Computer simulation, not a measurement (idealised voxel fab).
process module | voxel released beams
cross-section cut | 170 nm wide | cells 5 nm
A cross-section is a grid of square cells, given in bands from the top down. A band is one or more rows of cells.
Each band's line starts with the height of the band's top and of its bottom, in nm. Then come its materials from left to right, each with its width in nm. One material with "throughout" fills the band from edge to edge. "air" is empty space.
Height 0 is the level under which the wafer as received is all one material. The lowest band goes on downwards, as in "0 down".
A width such as "30 to 40" changes by the same amount from each row of cells to the next, from the band's top row to its bottom row.
"no change" after a step means that no cell of the cross-section changed.
closed voids: empty space of 8 cells or more with no open way to the top, each as width x height at its distance from the left edge, in nm
after a step's settings: what the simulator itself notes on the step
overlay nm, on a step with a mask: how far to the right of its planned place the mask lay; to the left if negative
plan
1 op RECEIVE | material Si
2 op CONFORMAL_DEP | material Al2O3 | thk nm 5
3 op DIRECTIONAL_DEP | material SiO2 | thk nm 20
4 op PATTERN | tone open | mask id ANCHOR | material resist | width nm 40 | thk nm 20 | overlay nm 0
5 op DIRECTIONAL_ETCH | etch materials SiO2 | depth nm 10
6 op STRIP | etch materials resist
7 op CONFORMAL_DEP | material SiN | thk nm 15
8 op MASKED_ETCH | tone cover | mask id BEAM | width nm 85 | etch materials SiN | depth nm 15 | overlay nm 0
9 op STRIP | etch materials SiO2
varied across the wafers: depth nm of step 5. The plan shows the first wafer's value. All wafers start alike
first wafer as received, after step 1
  0 down: Si throughout
  closed voids: none
each wafer at the end: cells of each material gained (+) or lost (-) since it was received, then its closed voids
depth nm 10 | +34 Al2O3 | closed voids: none
depth nm 15 | +34 Al2O3 | closed voids: none
depth nm 20 | +34 Al2O3 | +75 SiN | closed voids: none
depth nm 25 | +34 Al2O3 | +75 SiN | closed voids: none
depth nm 30 | +34 Al2O3 | +75 SiN | closed voids: none
depth nm 35 | +34 Al2O3 | +75 SiN | closed voids: none
